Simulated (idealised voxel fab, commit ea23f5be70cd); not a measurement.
The name of this process module is voxel air gaps.
Each square cell in cross-section cut measures 5 nm, and the section as a whole is 300 nm wide.
Think of the cross-section as a grid of square cells. We describe it in bands, top to bottom, and each band covers one or more rows of those cells.
Band entry format. Leading values: height of top, height of bottom, nm. Remainder: materials in left-to-right order, each with its width in nm. Special words: "edge to edge" on a single material, which then fills the band edge to edge; "empty", empty space.
Convention: height 0 is the level below which the wafer, as received, is all one material. The lowest band does not terminate at the bottom but continues downward, represented as "from 0 down".
The notation "30->40" denotes a width that varies across the rows of cells in the band, beginning at the first number in the top row, finishing at the second number in the bottom row, and changing by an identical amount from each row to the next.
Any step labelled "all unchanged" changed none of the cells in the cross-section.
"Tabulated closed voids" enumerates empty spaces isolated from the top, with no open way to it, that contain at least 8 cells, giving each as width x height at distance from the left edge, all three in nm.
Note: text after step settings on the step line = simulator remark on that step.
What "overlay nm" on a step's line means: if the step has a mask, that mask lay this far to the right of its planned place, or, when the value is negative, to the left.
[These are the steps we planned for the process]
1. RECEIVE,material Si
2. CONFORMAL_DEP,material SiO2,thk nm 5
3. CONFORMAL_DEP,material SiN,thk nm 5
4. DIRECTIONAL_DEP,material lowk,thk nm 40
5. MASKED_ETCH,tone open,mask id LINES,width nm 15,pitch nm 45,etch materials lowk,depth nm 40,overlay nm 0
6. CONFORMAL_DEP,material TiN,thk nm 5
7. FILL_DEP,material Ru,thk nm 10
8. CMP,height nm 55
9. EPI,material Ru,thk nm 10
10. SELECTIVE_ETCH,etch materials lowk,depth nm 50
11. CONFORMAL_DEP,material SiN,thk nm 5
Wafer-to-wafer difference: thk nm, step 2. Common start. Plan = first wafer's value.
[Received condition of the first of several wafers, sectioned: post-step 1]
  from 0 down: Si edge to edge
  Tabulated closed voids: none
[Table: wafers, a row each; end-of-module cell change per material since receipt, gain (+), loss (-); then closed voids]
thk nm 5 | +144 Ru | +120 SiN | +60 SiO2 | +108 TiN | +408 lowk | Tabulated closed voids: none
thk nm 10 | +63 Ru | +204 SiN | +120 SiO2 | +51 TiN | Tabulated closed voids: 20 x 30 at 115; 20 x 30 at 160
thk nm 15 | +60 Ru | +198 SiN | +180 SiO2 | +45 TiN | Tabulated closed voids: 20 x 25 at 115; 20 x 25 at 160
thk nm 20 | +57 Ru | +192 SiN | +240 SiO2 | +39 TiN | Tabulated closed voids: 20 x 20 at 115; 20 x 20 at 160
thk nm 25 | +54 Ru | +186 SiN | +300 SiO2 | +33 TiN | Tabulated closed voids: 20 x 15 at 115; 20 x 15 at 160
